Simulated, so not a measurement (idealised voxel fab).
Title: Process Module voxel self aligned vias
Section shown: cut. Width: 225 nm. Cell size: 5 nm, square.
The cross-sections in this document take the form of a grid made of square cells. They are written out as bands, in order from top to bottom. Each band consists of one or more rows of cells.
Each band's line starts with the height of the band's top and of its bottom, in nm. Then come its materials from left to right, each with its width in nm. One material with "throughout" fills the band from edge to edge. "air" is empty space.
Heads up on the height convention: 0 is the point under which the incoming wafer is all one material, and the lowest band has no bottom, it just keeps going down, like "from 0 down".
A width such as "30..40" changes by the same amount from each row of cells to the next, from the band's top row to its bottom row.
You'll sometimes find "no alteration" written for a step, and that's the way of saying that nowhere in the cross-section did a cell change during that step.
The entry titled "Voids, fully enclosed" provides the empty spaces that have no open way to the top, restricted to those of 8 cells or more. Each is presented as width x height at distance, the distance being measured from the left edge, with all three in nm.
Whatever follows a step's settings on its line is a remark the simulator itself makes about that step.
overlay nm: step with mask; distance mask lay right of planned place; negative value = left of planned place.
PROCESS STEPS FORESEEN IN THE PLAN
- 1: op RECEIVE | material Si
- 2: op CONFORMAL_DEP | material SiO2 | thk nm 15
- 3: op CONFORMAL_DEP | material SiCN | thk nm 5
- 4: op DIRECTIONAL_DEP | material SiO2 | thk nm 20
- 5: op PATTERN | tone open | mask id LINES | material resist | width nm 20 | pitch nm 50 | thk nm 20 | overlay nm 0
- 6: op DIRECTIONAL_ETCH | etch materials SiO2 | depth nm 20
- 7: op STRIP | etch materials resist
- 8: op CONFORMAL_DEP | material TiN | thk nm 5
- 9: op FILL_DEP | material Ru | thk nm 5
- 10: op CMP | height nm 40
- 11: op SELECTIVE_ETCH | etch materials W Ru TiN | depth nm 5
- 12: op FILL_DEP | material SiN | thk nm 5
- 13: op CMP | height nm 40
- 14: op DIRECTIONAL_DEP | material SiO2 | thk nm 15
- 15: op DIRECTIONAL_DEP | material aC | thk nm 10
- 16: op PATTERN | tone open | mask id VIAS | material resist | width nm 30 | pitch nm 50 | thk nm 25 | overlay nm 0
- 17: op DIRECTIONAL_ETCH | etch materials aC | depth nm 10
- 18: op STRIP | etch materials resist
- 19: op DIRECTIONAL_ETCH | etch materials SiO2 | depth nm 15
- 20: op DIRECTIONAL_ETCH | etch materials SiN | depth nm 5
- 21: op STRIP | etch materials aC
- 22: op CONFORMAL_DEP | material TiN | thk nm 5
- 23: op FILL_DEP | material Ru | thk nm 5
- 24: op CMP | height nm 55
- 25: op CONFORMAL_DEP | material SiN | thk nm 5
Be aware that, although all wafers share a common starting state, the depth nm at step 11 differs among them, and the plan displays the first wafer's value.
SO THIS IS THE FIRST OF SEVERAL WAFERS, CROSS-SECTIONED AS IT CAME TO US, MEANING IT'S AT THE END OF STEP 1
- from 0 down: Si throughout
- Voids, fully enclosed: none
TAKE ANY ROW AND YOU HAVE A WAFER AT THE END OF THE MODULE: HOW MANY CELLS OF EACH MATERIAL IT HAS GAINED (+) OR LOST (-) SINCE IT WAS RECEIVED, AND THEN ITS CLOSED VOIDS
depth nm 5 | +42 Ru | +45 SiCN | +45 SiN | +348 SiO2 | +60 TiN | Voids, fully enclosed: none
depth nm 10 | +36 Ru | +45 SiCN | +57 SiN | +348 SiO2 | +54 TiN | Voids, fully enclosed: none
depth nm 15 | +30 Ru | +45 SiCN | +69 SiN | +348 SiO2 | +48 TiN | Voids, fully enclosed: none
depth nm 20 | +30 Ru | +45 SiCN | +81 SiN | +348 SiO2 | +36 TiN | Voids, fully enclosed: none
